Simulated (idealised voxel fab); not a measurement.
The following is a process module called voxel wiring stack.
It is cross-section cut that appears here, measuring 205 nm in width, its square cells being 5 nm in size.
Heads up, the way a cross-section reads in here is a grid of square cells, handed over as bands from the top down, with every band being one or more rows of cells.
Heights first: top, then bottom, in nm. Then materials, left to right, each with a width in nm. "full width" on a single material: fills the band edge to edge. "blank": empty space.
Note: height 0 marks the level under which the wafer is uniformly one material as received. Lowest band unbounded below, written "0..down".
Read "30->40" as a graded width: first number on top, second number at the bottom, same change between each pair of neighbouring rows.
Take "no alteration" at face value: in the step it is given for, the cross-section changed in none of its cells.
What "Trapped void list" gives you is every empty space of 8 cells or more that is cut off from the top. Each appears as width x height at distance, with the distance taken from the left edge and width, height and distance all in nm.
The remark found on a step's line after its settings is issued by the simulator itself and pertains to that step.
The line of a step may include "overlay nm". On a step with a mask, this value is how far to the right of its planned place the mask lay. A negative value means the mask lay to the left.
-- Intended process steps
1,RECEIVE, material Si
2,CONFORMAL_DEP, material SiO2, thk nm 15
3,CONFORMAL_DEP, material SiCN, thk nm 5
4,DIRECTIONAL_DEP, material SiO2, thk nm 25
5,PATTERN, tone open, mask id METAL_1, material resist, width nm 30, pitch nm 45, thk nm 15, overlay nm 0
6,DIRECTIONAL_ETCH, etch materials SiO2, depth nm 25
7,DIRECTIONAL_ETCH, etch materials SiCN, depth nm 5
8,STRIP, etch materials resist
9,CONFORMAL_DEP, material TiN, thk nm 5
10,FILL_DEP, material Ru, thk nm 10
11,CMP, height nm 45
12,CONFORMAL_DEP, material SiCN, thk nm 5
13,DIRECTIONAL_DEP, material lowk, thk nm 15
14,DIRECTIONAL_DEP, material aC, thk nm 10
15,PATTERN, tone open, mask id PLUG_1, material resist, width nm 15, pitch nm 45, thk nm 25, overlay nm 0
16,DIRECTIONAL_ETCH, etch materials aC, depth nm 10
17,STRIP, etch materials resist
18,DIRECTIONAL_ETCH, etch materials lowk, depth nm 15
19,DIRECTIONAL_ETCH, etch materials SiCN, depth nm 5
20,STRIP, etch materials aC
21,EPI, material Ru, thk nm 10
22,EPI, material Ru, thk nm 10
23,DIRECTIONAL_DEP, material TiN, thk nm 5
24,DIRECTIONAL_DEP, material W, thk nm 15
25,DIRECTIONAL_DEP, material aC, thk nm 15
26,PATTERN, tone cover, mask id METAL_2, material resist, width nm 30, pitch nm 45, thk nm 30, overlay nm 0
27,DIRECTIONAL_ETCH, etch materials aC, depth nm 15
28,STRIP, etch materials resist
29,DIRECTIONAL_ETCH, etch materials W, depth nm 15
30,DIRECTIONAL_ETCH, etch materials TiN, depth nm 5
31,STRIP, etch materials aC
32,FILL_DEP, material SiO2, thk nm 5
33,CMP, height nm 85
34,CONFORMAL_DEP, material SiCN, thk nm 5
35,DIRECTIONAL_DEP, material lowk, thk nm 30
36,PATTERN, tone open, mask id METAL_3, material resist, width nm 30, pitch nm 45, thk nm 15, overlay nm 0
37,DIRECTIONAL_ETCH, etch materials lowk, depth nm 15
38,STRIP, etch materials resist
39,MASKED_ETCH, tone open, mask id METAL_3_HOLES, width nm 15, etch materials lowk, depth nm 15, overlay nm 0
40,MASKED_ETCH, tone open, mask id METAL_3_HOLES, width nm 15, etch materials SiCN, depth nm 5, overlay nm 0
41,CONFORMAL_DEP, material TiN, thk nm 5
42,FILL_DEP, material Cu, thk nm 10
43,CMP, height nm 120
44,CONFORMAL_DEP, material SiCN, thk nm 5
45,DIRECTIONAL_DEP, material lowk, thk nm 30
46,DIRECTIONAL_DEP, material aC, thk nm 10
47,PATTERN, tone open, mask id METAL_4, material resist, width nm 30, pitch nm 45, thk nm 30, overlay nm 0
48,DIRECTIONAL_ETCH, etch materials aC, depth nm 10
49,STRIP, etch materials resist
50,DIRECTIONAL_ETCH, etch materials lowk, depth nm 15
51,STRIP, etch materials aC
52,DIRECTIONAL_DEP, material aC, thk nm 10
53,PATTERN, tone open, mask id METAL_4_HOLES, material resist, width nm 15, thk nm 30, overlay nm 0
54,DIRECTIONAL_ETCH, etch materials aC, depth nm 10
55,STRIP, etch materials resist
56,DIRECTIONAL_ETCH, etch materials lowk, depth nm 15
57,DIRECTIONAL_ETCH, etch materials SiCN, depth nm 5
58,STRIP, etch materials aC
59,CONFORMAL_DEP, material TiN, thk nm 5
60,FILL_DEP, material Cu, thk nm 10
61,CMP, height nm 155
62,CONFORMAL_DEP, material SiCN, thk nm 5
-- Incoming wafer, cross-sectional view, post step 1
  0..down = Si full width
  Trapped void list: none
-- Same starting wafer, same plan as above, one mistake in the execution; this is the cross-section at the end of the module
  160..155 = SiCN full width
  155..145 = Cu: 75, then TiN: 5, then lowk: 15, then TiN: 5, then Cu: 5, then TiN: 5, then lowk: 30, then TiN: 5, then Cu: 60
  145..140 = TiN: 80, then lowk: 15, then TiN: 15, then lowk: 30, then TiN: 65
  140..125 = lowk full width
  125..120 = SiCN full width
  120..110 = lowk: 65, then TiN: 5, then Cu: 20, then TiN: 5, then lowk: 15, then TiN: 5, then Cu: 20, then TiN: 5, then lowk: 65
  110..105 = lowk: 65, then TiN: 5, then Cu: 5, then TiN: 20, then lowk: 15, then TiN: 30, then lowk: 65
  105..90 = lowk: 65, then TiN: 5, then Cu: 5, then TiN: 5, then lowk: 125
  90..85 = SiCN: 65, then TiN: 15, then SiCN: 125
  85..70 = SiO2: 65, then W: 30, then SiO2: 15, then W: 30, then SiO2: 65
  70..65 = SiO2: 65, then TiN: 30, then SiO2: 15, then TiN: 30, then SiO2: 65
  65..50 = lowk: 65, then Ru: 15, then lowk: 30, then Ru: 15, then lowk: 80
  50..45 = SiCN: 65, then Ru: 15, then SiCN: 30, then Ru: 15, then SiCN: 80
  45..20 = SiO2: 65, then TiN: 5, then Ru: 20, then TiN: 5, then SiO2: 15, then TiN: 5, then Ru: 20, then TiN: 5, then SiO2: 65
  20..15 = SiCN: 65, then TiN: 30, then SiCN: 15, then TiN: 30, then SiCN: 65
  15..0 = SiO2 full width
  0..down = Si full width
  Trapped void list: none
What was done differently from what was planned? step 47 was processed under conditions differing from the plan, specifically as PATTERN, tone cover, mask id METAL_4, material resist, width nm 30, pitch nm 45, thk nm 30, overlay nm 0
